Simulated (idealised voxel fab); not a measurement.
process module | voxel plated lines
In the cross-section labelled cut, the width is 260 nm and each square cell is 5 nm.
Heads up, the way a cross-section reads in here is a grid of square cells, handed over as bands from the top down, with every band being one or more rows of cells. This entry defines a band. It first specifies the height of the band's top and the height of its bottom in nm, and then specifies the band's materials from left to right, stating each material with its width in nm. The word "edge to edge" identifies a single material that fills the band from edge to edge, while the word "air" identifies empty space. Note: height 0 marks the level under which the wafer is uniformly one material as received. Lowest band unbounded below, written "z 0 and below". Per-row width for "30 to 40": begins at first number (top row of band), ends at second number (bottom row), increment between rows held constant. Basically "no change occurred" means that step didn't change any cell in the cross-section. "closed voids" - sealed voids, min. 8 cells, no opening to top; format: width x height at distance (distance from left edge; nm throughout). Anything after a step's settings on that line? It's the simulator's own note about the step. The setting "overlay nm" may be written on the line of a step. When the step uses a mask, the value reports how far to the right of the planned place the mask lay, and a negative value reports that it lay to the left. Each pair of cross-sections that follows straddles one process step: the one shows the state before the step, the other the state after it, down to the lowest band that changed and no further. The step in question, and its settings, are given under the pair. Note that a pair is not necessarily a continuation of the pair above it, since pairs can come from different runs of this module on the same starting wafer; it is a continuation only where its entry headed "Status quo ante" says so.

[Status quo ante]
- z 0 and below  Si edge to edge
- closed voids: none

[State After Step]
- z 10 to 0  Al2O3 edge to edge
- Lower than 0, everything is as it was.
- closed voids: none
Before/after cross-sections above; step in between: CONFORMAL_DEP (material Al2O3; thk nm 10)

Status quo ante: equal to the after panel directly above.

[State After Step]
- z 15 to 10  TiN edge to edge
- Lower than 10, everything is as it was.
- closed voids: none
Before/after cross-sections above; step in between: DIRECTIONAL_DEP (material TiN; thk nm 5)

Status quo ante: equal to the after panel directly above.

[State After Step]
- z 50 to 15  resist 60  air 20  resist 20  air 20  resist 20  air 20  resist 20  air 20  resist 60
- Lower than 15, everything is as it was.
- closed voids: none
Before/after cross-sections above; step in between: PATTERN (tone open; mask id LINES; material resist; width nm 20; pitch nm 40; thk nm 35; overlay nm 0)

Status quo ante: equal to the after panel directly above.

[State After Step]
- z 50 to 25  resist 60  air 20  resist 20  air 20  resist 20  air 20  resist 20  air 20  resist 60
- z 25 to 15  resist 60  Ru 20  resist 20  Ru 20  resist 20  Ru 20  resist 20  Ru 20  resist 60
- Lower than 15, everything is as it was.
- closed voids: none
Before/after cross-sections above; step in between: EPI (material Ru; thk nm 10)

Status quo ante: equal to the after panel directly above.

[State After Step]
- z 50 to 30  resist 60  air 20  resist 20  air 20  resist 20  air 20  resist 20  air 20  resist 60
- z 30 to 15  resist 60  Ru 20  resist 20  Ru 20  resist 20  Ru 20  resist 20  Ru 20  resist 60
- Lower than 15, everything is as it was.
- closed voids: none
Before/after cross-sections above; step in between: EPI (material Ru; thk nm 5)

Status quo ante: equal to the after panel directly above.

[State After Step]
- z 50 to 40  resist 60  air 20  resist 20  air 20  resist 20  air 20  resist 20  air 20  resist 60
- z 40 to 15  resist 60  Ru 20  resist 20  Ru 20  resist 20  Ru 20  resist 20  Ru 20  resist 60
- Lower than 15, everything is as it was.
- closed voids: none
Before/after cross-sections above; step in between: EPI (material Ru; thk nm 10)

Status quo ante: equal to the after panel directly above.

[State After Step]
- z 40 to 15  air 60  Ru 20  air 20  Ru 20  air 20  Ru 20  air 20  Ru 20  air 60
- Lower than 15, everything is as it was.
- closed voids: none
Before/after cross-sections above; step in between: STRIP (etch materials resist)

Status quo ante: equal to the after panel directly above.

[State After Step]
- z 40 to 15  air 60  Ru 20  air 20  Ru 20  air 20  Ru 20  air 20  Ru 20  air 60
- z 15 to 10  air 60  TiN 20  air 20  TiN 20  air 20  TiN 20  air 20  TiN 20  air 60
- Lower than 10, everything is as it was.
- closed voids: none
Before/after cross-sections above; step in between: DIRECTIONAL_ETCH (etch materials TiN; depth nm 5)

Status quo ante: equal to the after panel directly above.

[State After Step]
- z 50 to 40  air 50  SiO2 160  air 50
- z 40 to 20  air 50  SiO2 10  Ru 20  SiO2 20  Ru 20  SiO2 20  Ru 20  SiO2 20  Ru 20  SiO2 10  air 50
- z 20 to 15  SiO2 60  Ru 20  SiO2 20  Ru 20  SiO2 20  Ru 20  SiO2 20  Ru 20  SiO2 60
- z 15 to 10  SiO2 60  TiN 20  SiO2 20  TiN 20  SiO2 20  TiN 20  SiO2 20  TiN 20  SiO2 60
- Lower than 10, everything is as it was.
- closed voids: none
Before/after cross-sections above; step in between: CONFORMAL_DEP (material SiO2; thk nm 10)

[Status quo ante]
- z 0 and below  Si edge to edge
- closed voids: none

[State After Step]
- z 5 to 0  TiN edge to edge
- Lower than 0, everything is as it was.
- closed voids: none
Before/after cross-sections above; step in between: DIRECTIONAL_DEP (material TiN; thk nm 5)

Status quo ante: equal to the after panel directly above.

[State After Step]
- z 40 to 5  resist 60  air 20  resist 20  air 20  resist 20  air 20  resist 20  air 20  resist 60
- Lower than 5, everything is as it was.
- closed voids: none
Before/after cross-sections above; step in between: PATTERN (tone open; mask id LINES; material resist; width nm 20; pitch nm 40; thk nm 35; overlay nm 0)

Status quo ante: equal to the after panel directly above.

[State After Step]
- z 40 to 15  resist 60  air 20  resist 20  air 20  resist 20  air 20  resist 20  air 20  resist 60
- z 15 to 5  resist 60  Ru 20  resist 20  Ru 20  resist 20  Ru 20  resist 20  Ru 20  resist 60
- Lower than 5, everything is as it was.
- closed voids: none
Before/after cross-sections above; step in between: EPI (material Ru; thk nm 10)

Status quo ante: equal to the after panel directly above.

[State After Step]
- z 40 to 20  resist 60  air 20  resist 20  air 20  resist 20  air 20  resist 20  air 20  resist 60
- z 20 to 5  resist 60  Ru 20  resist 20  Ru 20  resist 20  Ru 20  resist 20  Ru 20  resist 60
- Lower than 5, everything is as it was.
- closed voids: none
Before/after cross-sections above; step in between: EPI (material Ru; thk nm 5)

Status quo ante: equal to the after panel directly above.

[State After Step]
- z 40 to 30  resist 60  air 20  resist 20  air 20  resist 20  air 20  resist 20  air 20  resist 60
- z 30 to 5  resist 60  Ru 20  resist 20  Ru 20  resist 20  Ru 20  resist 20  Ru 20  resist 60
- Lower than 5, everything is as it was.
- closed voids: none
Before/after cross-sections above; step in between: EPI (material Ru; thk nm 10)

Status quo ante: equal to the after panel directly above.

[State After Step]
- z 30 to 5  air 60  Ru 20  air 20  Ru 20  air 20  Ru 20  air 20  Ru 20  air 60
- Lower than 5, everything is as it was.
- closed voids: none
Before/after cross-sections above; step in between: STRIP (etch materials resist)

Status quo ante: equal to the after panel directly above.

[State After Step]
- z 30 to 5  air 60  Ru 20  air 20  Ru 20  air 20  Ru 20  air 20  Ru 20  air 60
- z 5 to 0  air 60  TiN 20  air 20  TiN 20  air 20  TiN 20  air 20  TiN 20  air 60
- Lower than 0, everything is as it was.
- closed voids: none
Before/after cross-sections above; step in between: DIRECTIONAL_ETCH (etch materials TiN; depth nm 5)

Status quo ante: equal to the after panel directly above.

[State After Step]
- z 40 to 30  air 50  SiO2 160  air 50
- z 30 to 10  air 50  SiO2 10  Ru 20  SiO2 20  Ru 20  SiO2 20  Ru 20  SiO2 20  Ru 20  SiO2 10  air 50
- z 10 to 5  SiO2 60  Ru 20  SiO2 20  Ru 20  SiO2 20  Ru 20  SiO2 20  Ru 20  SiO2 60
- z 5 to 0  SiO2 60  TiN 20  SiO2 20  TiN 20  SiO2 20  TiN 20  SiO2 20  TiN 20  SiO2 60
- Lower than 0, everything is as it was.
- closed voids: none
Before/after cross-sections above; step in between: CONFORMAL_DEP (material SiO2; thk nm 10)

[Status quo ante]
- z 15 to 10  TiN edge to edge
- z 10 to 0  Al2O3 edge to edge
- z 0 and below  Si edge to edge
- closed voids: none

[State After Step]
- z 25 to 15  Ru edge to edge
- Lower than 15, everything is as it was.
- closed voids: none
Before/after cross-sections above; step in between: EPI (material Ru; thk nm 10)

Status quo ante: equal to the after panel directly above.

[State After Step]
- z 60 to 25  resist 60  air 20  resist 20  air 20  resist 20  air 20  resist 20  air 20  resist 60
- Lower than 25, everything is as it was.
- closed voids: none
Before/after cross-sections above; step in between: PATTERN (tone open; mask id LINES; material resist; width nm 20; pitch nm 40; thk nm 35; overlay nm 0)

Status quo ante: equal to the after panel directly above.

[State After Step]
- z 60 to 30  resist 60  air 20  resist 20  air 20  resist 20  air 20  resist 20  air 20  resist 60
- z 30 to 25  resist 60  Ru 20  resist 20  Ru 20  resist 20  Ru 20  resist 20  Ru 20  resist 60
- Lower than 25, everything is as it was.
- closed voids: none
Before/after cross-sections above; step in between: EPI (material Ru; thk nm 5)

Status quo ante: equal to the after panel directly above.

[State After Step]
- z 60 to 40  resist 60  air 20  resist 20  air 20  resist 20  air 20  resist 20  air 20  resist 60
- z 40 to 25  resist 60  Ru 20  resist 20  Ru 20  resist 20  Ru 20  resist 20  Ru 20  resist 60
- Lower than 25, everything is as it was.
- closed voids: none
Before/after cross-sections above; step in between: EPI (material Ru; thk nm 10)

Status quo ante: equal to the after panel directly above.

[State After Step]
- z 40 to 25  air 60  Ru 20  air 20  Ru 20  air 20  Ru 20  air 20  Ru 20  air 60
- Lower than 25, everything is as it was.
- closed voids: none
Before/after cross-sections above; step in between: STRIP (etch materials resist)

Status quo ante: equal to the after panel directly above.

[State After Step]
- z 50 to 40  air 50  SiO2 160  air 50
- z 40 to 35  air 50  SiO2 10  Ru 20  SiO2 20  Ru 20  SiO2 20  Ru 20  SiO2 20  Ru 20  SiO2 10  air 50
- z 35 to 25  SiO2 60  Ru 20  SiO2 20  Ru 20  SiO2 20  Ru 20  SiO2 20  Ru 20  SiO2 60
- Lower than 25, everything is as it was.
- closed voids: none
Before/after cross-sections above; step in between: CONFORMAL_DEP (material SiO2; thk nm 10)

[Status quo ante]
- z 40 to 15  air 60  Ru 20  air 20  Ru 20  air 20  Ru 20  air 20  Ru 20  air 60
- z 15 to 10  air 60  TiN 20  air 20  TiN 20  air 20  TiN 20  air 20  TiN 20  air 60
- z 10 to 0  Al2O3 edge to edge
- z 0 and below  Si edge to edge
- closed voids: none

[State After Step]
- z 45 to 40  air 55  SiO2 30  air 10  SiO2 30  air 10  SiO2 30  air 10  SiO2 30  air 55
- z 40 to 15  air 55  SiO2 5  Ru 20  SiO2 5  air 10  SiO2 5  Ru 20  SiO2 5  air 10  SiO2 5  Ru 20  SiO2 5  air 10  SiO2 5  Ru 20  SiO2 5  air 55
- z 15 to 10  SiO2 60  TiN 20  SiO2 20  TiN 20  SiO2 20  TiN 20  SiO2 20  TiN 20  SiO2 60
- Lower than 10, everything is as it was.
- closed voids: none
Before/after cross-sections above; step in between: CONFORMAL_DEP (material SiO2; thk nm 5)

[Status quo ante]
- z 15 to 10  TiN edge to edge
- z 10 to 0  Al2O3 edge to edge
- z 0 and below  Si edge to edge
- closed voids: none

[State After Step]
- z 50 to 15  resist 65  air 15  resist 25  air 15  resist 25  air 15  resist 25  air 15  resist 60
- Lower than 15, everything is as it was.
- closed voids: none
Before/after cross-sections above; step in between: PATTERN (tone open; mask id LINES; material resist; width nm 15; pitch nm 40; thk nm 35; overlay nm 0)

Status quo ante: equal to the after panel directly above.

[State After Step]
- z 50 to 25  resist 65  air 15  resist 25  air 15  resist 25  air 15  resist 25  air 15  resist 60
- z 25 to 15  resist 65  Ru 15  resist 25  Ru 15  resist 25  Ru 15  resist 25  Ru 15  resist 60
- Lower than 15, everything is as it was.
- closed voids: none
Before/after cross-sections above; step in between: EPI (material Ru; thk nm 10)

Status quo ante: equal to the after panel directly above.

[State After Step]
- z 50 to 30  resist 65  air 15  resist 25  air 15  resist 25  air 15  resist 25  air 15  resist 60
- z 30 to 15  resist 65  Ru 15  resist 25  Ru 15  resist 25  Ru 15  resist 25  Ru 15  resist 60
- Lower than 15, everything is as it was.
- closed voids: none
Before/after cross-sections above; step in between: EPI (material Ru; thk nm 5)

Status quo ante: equal to the after panel directly above.

[State After Step]
- z 50 to 40  resist 65  air 15  resist 25  air 15  resist 25  air 15  resist 25  air 15  resist 60
- z 40 to 15  resist 65  Ru 15  resist 25  Ru 15  resist 25  Ru 15  resist 25  Ru 15  resist 60
- Lower than 15, everything is as it was.
- closed voids: none
Before/after cross-sections above; step in between: EPI (material Ru; thk nm 10)

Status quo ante: equal to the after panel directly above.

[State After Step]
- z 40 to 15  air 65  Ru 15  air 25  Ru 15  air 25  Ru 15  air 25  Ru 15  air 60
- Lower than 15, everything is as it was.
- closed voids: none
Before/after cross-sections above; step in between: STRIP (etch materials resist)

Status quo ante: equal to the after panel directly above.

[State After Step]
- z 40 to 15  air 65  Ru 15  air 25  Ru 15  air 25  Ru 15  air 25  Ru 15  air 60
- z 15 to 10  air 65  TiN 15  air 25  TiN 15  air 25  TiN 15  air 25  TiN 15  air 60
- Lower than 10, everything is as it was.
- closed voids: none
Before/after cross-sections above; step in between: DIRECTIONAL_ETCH (etch materials TiN; depth nm 5)

Status quo ante: equal to the after panel directly above.

[State After Step]
- z 50 to 40  air 55  SiO2 35  air 5  SiO2 35  air 5  SiO2 35  air 5  SiO2 35  air 50
- z 40 to 20  air 55  SiO2 10  Ru 15  SiO2 10  air 5  SiO2 10  Ru 15  SiO2 10  air 5  SiO2 10  Ru 15  SiO2 10  air 5  SiO2 10  Ru 15  SiO2 10  air 50
- z 20 to 15  SiO2 65  Ru 15  SiO2 25  Ru 15  SiO2 25  Ru 15  SiO2 25  Ru 15  SiO2 60
- z 15 to 10  SiO2 65  TiN 15  SiO2 25  TiN 15  SiO2 25  TiN 15  SiO2 25  TiN 15  SiO2 60
- Lower than 10, everything is as it was.
- closed voids: none
Before/after cross-sections above; step in between: CONFORMAL_DEP (material SiO2; thk nm 10)

[Status quo ante]
- z 15 to 10  TiN edge to edge
- z 10 to 0  Al2O3 edge to edge
- z 0 and below  Si edge to edge
- closed voids: none

[State After Step]
- z 50 to 15  resist 65  air 20  resist 20  air 20  resist 20  air 20  resist 20  air 20  resist 55
- Lower than 15, everything is as it was.
- closed voids: none
Before/after cross-sections above; step in between: PATTERN (tone open; mask id LINES; material resist; width nm 20; pitch nm 40; thk nm 35; overlay nm 5)

Status quo ante: equal to the after panel directly above.

[State After Step]
- z 50 to 25  resist 65  air 20  resist 20  air 20  resist 20  air 20  resist 20  air 20  resist 55
- z 25 to 15  resist 65  Ru 20  resist 20  Ru 20  resist 20  Ru 20  resist 20  Ru 20  resist 55
- Lower than 15, everything is as it was.
- closed voids: none
Before/after cross-sections above; step in between: EPI (material Ru; thk nm 10)

Status quo ante: equal to the after panel directly above.

[State After Step]
- z 50 to 30  resist 65  air 20  resist 20  air 20  resist 20  air 20  resist 20  air 20  resist 55
- z 30 to 15  resist 65  Ru 20  resist 20  Ru 20  resist 20  Ru 20  resist 20  Ru 20  resist 55
- Lower than 15, everything is as it was.
- closed voids: none
Before/after cross-sections above; step in between: EPI (material Ru; thk nm 5)

Status quo ante: equal to the after panel directly above.

[State After Step]
- z 50 to 40  resist 65  air 20  resist 20  air 20  resist 20  air 20  resist 20  air 20  resist 55
- z 40 to 15  resist 65  Ru 20  resist 20  Ru 20  resist 20  Ru 20  resist 20  Ru 20  resist 55
- Lower than 15, everything is as it was.
- closed voids: none
Before/after cross-sections above; step in between: EPI (material Ru; thk nm 10)

Status quo ante: equal to the after panel directly above.

[State After Step]
- z 40 to 15  air 65  Ru 20  air 20  Ru 20  air 20  Ru 20  air 20  Ru 20  air 55
- Lower than 15, everything is as it was.
- closed voids: none
Before/after cross-sections above; step in between: STRIP (etch materials resist)

Status quo ante: equal to the after panel directly above.

[State After Step]
- z 40 to 15  air 65  Ru 20  air 20  Ru 20  air 20  Ru 20  air 20  Ru 20  air 55
- z 15 to 10  air 65  TiN 20  air 20  TiN 20  air 20  TiN 20  air 20  TiN 20  air 55
- Lower than 10, everything is as it was.
- closed voids: none
Before/after cross-sections above; step in between: DIRECTIONAL_ETCH (etch materials TiN; depth nm 5)

Status quo ante: equal to the after panel directly above.

[State After Step]
- z 50 to 40  air 55  SiO2 160  air 45
- z 40 to 20  air 55  SiO2 10  Ru 20  SiO2 20  Ru 20  SiO2 20  Ru 20  SiO2 20  Ru 20  SiO2 10  air 45
- z 20 to 15  SiO2 65  Ru 20  SiO2 20  Ru 20  SiO2 20  Ru 20  SiO2 20  Ru 20  SiO2 55
- z 15 to 10  SiO2 65  TiN 20  SiO2 20  TiN 20  SiO2 20  TiN 20  SiO2 20  TiN 20  SiO2 55
- Lower than 10, everything is as it was.
- closed voids: none
Before/after cross-sections above; step in between: CONFORMAL_DEP (material SiO2; thk nm 10)

[Status quo ante]
- z 10 to 0  Al2O3 edge to edge
- z 0 and below  Si edge to edge
- closed voids: none

[State After Step]
- z 15 to 10  SiO2 edge to edge
- Lower than 10, everything is as it was.
- closed voids: none
Before/after cross-sections above; step in between: DIRECTIONAL_DEP (material SiO2; thk nm 5)

Status quo ante: equal to the after panel directly above.

[State After Step]
- z 50 to 15  resist 60  air 20  resist 20  air 20  resist 20  air 20  resist 20  air 20  resist 60
- Lower than 15, everything is as it was.
- closed voids: none
Before/after cross-sections above; step in between: PATTERN (tone open; mask id LINES; material resist; width nm 20; pitch nm 40; thk nm 35; overlay nm 0)

Status quo ante: equal to the after panel directly above.

[State After Step]
- z 15 to 10  SiO2 edge to edge
- Lower than 10, everything is as it was.
- closed voids: none
Before/after cross-sections above; step in between: STRIP (etch materials resist)

Status quo ante: equal to the after panel directly above.

[State After Step]
- z 25 to 10  SiO2 edge to edge
- Lower than 10, everything is as it was.
- closed voids: none
Before/after cross-sections above; step in between: CONFORMAL_DEP (material SiO2; thk nm 10)

[Status quo ante]
- z 15 to 10  TiN edge to edge
- z 10 to 0  Al2O3 edge to edge
- z 0 and below  Si edge to edge
- closed voids: none

[State After Step]
- z 50 to 15  air 60  resist 20  air 20  resist 20  air 20  resist 20  air 20  resist 20  air 60
- Lower than 15, everything is as it was.
- closed voids: none
Before/after cross-sections above; step in between: PATTERN (tone cover; mask id LINES; material resist; width nm 20; pitch nm 40; thk nm 35; overlay nm 0)

Status quo ante: equal to the after panel directly above.

[State After Step]
- z 50 to 25  air 60  resist 20  air 20  resist 20  air 20  resist 20  air 20  resist 20  air 60
- z 25 to 15  Ru 60  resist 20  Ru 20  resist 20  Ru 20  resist 20  Ru 20  resist 20  Ru 60
- Lower than 15, everything is as it was.
- closed voids: none
Before/after cross-sections above; step in between: EPI (material Ru; thk nm 10)

Status quo ante: equal to the after panel directly above.

[State After Step]
- z 50 to 30  air 60  resist 20  air 20  resist 20  air 20  resist 20  air 20  resist 20  air 60
- z 30 to 15  Ru 60  resist 20  Ru 20  resist 20  Ru 20  resist 20  Ru 20  resist 20  Ru 60
- Lower than 15, everything is as it was.
- closed voids: none
Before/after cross-sections above; step in between: EPI (material Ru; thk nm 5)

Status quo ante: equal to the after panel directly above.

[State After Step]
- z 50 to 40  air 60  resist 20  air 20  resist 20  air 20  resist 20  air 20  resist 20  air 60
- z 40 to 15  Ru 60  resist 20  Ru 20  resist 20  Ru 20  resist 20  Ru 20  resist 20  Ru 60
- Lower than 15, everything is as it was.
- closed voids: none
Before/after cross-sections above; step in between: EPI (material Ru; thk nm 10)

Status quo ante: equal to the after panel directly above.

[State After Step]
- z 40 to 15  Ru 60  air 20  Ru 20  air 20  Ru 20  air 20  Ru 20  air 20  Ru 60
- Lower than 15, everything is as it was.
- closed voids: none
Before/after cross-sections above; step in between: STRIP (etch materials resist)

Status quo ante: equal to the after panel directly above.

[State After Step]
- z 40 to 15  Ru 60  air 20  Ru 20  air 20  Ru 20  air 20  Ru 20  air 20  Ru 60
- z 15 to 10  TiN 60  air 20  TiN 20  air 20  TiN 20  air 20  TiN 20  air 20  TiN 60
- Lower than 10, everything is as it was.
- closed voids: none
Before/after cross-sections above; step in between: DIRECTIONAL_ETCH (etch materials TiN; depth nm 5)

Status quo ante: equal to the after panel directly above.

[State After Step]
- z 50 to 40  SiO2 edge to edge
- z 40 to 15  Ru 60  SiO2 20  Ru 20  SiO2 20  Ru 20  SiO2 20  Ru 20  SiO2 20  Ru 60
- z 15 to 10  TiN 60  SiO2 20  TiN 20  SiO2 20  TiN 20  SiO2 20  TiN 20  SiO2 20  TiN 60
- Lower than 10, everything is as it was.
- closed voids: none
Before/after cross-sections above; step in between: CONFORMAL_DEP (material SiO2; thk nm 10)
